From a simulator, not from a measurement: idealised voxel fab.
process module | voxel spacer lines
cross-section cut | 270 nm wide | cells 5 nm
A cross-section is a grid of square cells, given in bands from the top down. A band is one or more rows of cells.
Each band's line starts with the height of the band's top and of its bottom, in nm. Then come its materials from left to right, each with its width in nm. One material with "throughout" fills the band from edge to edge. "air" is empty space.
Height 0 is the level under which the wafer as received is all one material. The lowest band goes on downwards, as in "0 down".
A width such as "30 to 40" changes by the same amount from each row of cells to the next, from the band's top row to its bottom row.
"no change" after a step means that no cell of the cross-section changed.
closed voids: empty space of 8 cells or more with no open way to the top, each as width x height at its distance from the left edge, in nm
after a step's settings: what the simulator itself notes on the step
overlay nm, on a step with a mask: how far to the right of its planned place the mask lay; to the left if negative
plan
1 op RECEIVE | material Si
2 op CONFORMAL_DEP | material SiO2 | thk nm 10
3 op DIRECTIONAL_DEP | material W | thk nm 15
4 op DIRECTIONAL_DEP | material polySi | thk nm 30
5 op PATTERN | tone cover | mask id MANDREL | material resist | width nm 25 | pitch nm 80 | thk nm 40 | overlay nm 0
6 op DIRECTIONAL_ETCH | etch materials polySi | depth nm 30
7 op STRIP | etch materials resist
8 op CONFORMAL_DEP | material SiN | thk nm 15
9 op DIRECTIONAL_ETCH | etch materials SiN | depth nm 15
10 op STRIP | etch materials polySi
11 op DIRECTIONAL_ETCH | etch materials W | depth nm 15
12 op STRIP | etch materials SiN
13 op FILL_DEP | material SiO2 | thk nm 10
14 op CMP | height nm 25
first wafer, as planned
as received, after step 1
  0 down: Si throughout
  closed voids: none
after step 2
  10 to 0: SiO2 throughout
  below 0: unchanged
after step 3
  25 to 10: W throughout
  below 10: unchanged
after step 4
  55 to 25: polySi throughout
  below 25: unchanged
after step 5
  95 to 55: air 80 | resist 25 | air 55 | resist 25 | air 85
  below 55: unchanged
after step 6
  95 to 55: air 80 | resist 25 | air 55 | resist 25 | air 85
  55 to 25: air 80 | polySi 25 | air 55 | polySi 25 | air 85
  below 25: unchanged
after step 7
  55 to 25: air 80 | polySi 25 | air 55 | polySi 25 | air 85
  below 25: unchanged
after step 8
  70 to 55: air 65 | SiN 55 | air 25 | SiN 55 | air 70
  55 to 40: air 65 | SiN 15 | polySi 25 | SiN 15 | air 25 | SiN 15 | polySi 25 | SiN 15 | air 70
  40 to 25: SiN 80 | polySi 25 | SiN 55 | polySi 25 | SiN 85
  below 25: unchanged
after step 9
  55 to 25: air 65 | SiN 15 | polySi 25 | SiN 15 | air 25 | SiN 15 | polySi 25 | SiN 15 | air 70
  below 25: unchanged
after step 10
  55 to 25: air 65 | SiN 15 | air 25 | SiN 15 | air 25 | SiN 15 | air 25 | SiN 15 | air 70
  below 25: unchanged
after step 11
  55 to 25: air 65 | SiN 15 | air 25 | SiN 15 | air 25 | SiN 15 | air 25 | SiN 15 | air 70
  25 to 10: air 65 | W 15 | air 25 | W 15 | air 25 | W 15 | air 25 | W 15 | air 70
  below 10: unchanged
after step 12
  25 to 10: air 65 | W 15 | air 25 | W 15 | air 25 | W 15 | air 25 | W 15 | air 70
  below 10: unchanged
after step 13
  35 to 25: SiO2 throughout
  25 to 10: SiO2 65 | W 15 | SiO2 25 | W 15 | SiO2 25 | W 15 | SiO2 25 | W 15 | SiO2 70
  below 10: unchanged
after step 14
  25 to 10: SiO2 65 | W 15 | SiO2 25 | W 15 | SiO2 25 | W 15 | SiO2 25 | W 15 | SiO2 70
  below 10: unchanged
second wafer: like start, like plan, one mistake. Through step 2 it matches the first wafer
when step 3 should have ended
  40 to 10: polySi throughout
  below 10: unchanged
when step 4 should have ended
  55 to 40: W throughout
  below 40: unchanged
when step 5 should have ended
  95 to 55: air 80 | resist 25 | air 55 | resist 25 | air 85
  below 55: unchanged
when step 6 should have ended: no change
when step 7 should have ended
  55 to 40: W throughout
  below 40: unchanged
when step 8 should have ended
  70 to 55: SiN throughout
  below 55: unchanged
when step 9 should have ended
  55 to 40: W throughout
  below 40: unchanged
when step 10 should have ended: no change
when step 11 should have ended
  40 to 10: polySi throughout
  below 10: unchanged
when step 12 should have ended: no change
when step 13 should have ended
  50 to 40: SiO2 throughout
  below 40: unchanged
when step 14 should have ended
  25 to 10: polySi throughout
  below 10: unchanged
what went wrong: steps 3 and 4 were swapped
at the end the second wafer has, in cells: 126 fewer of SiO2 | 36 fewer of W | 162 more of polySi
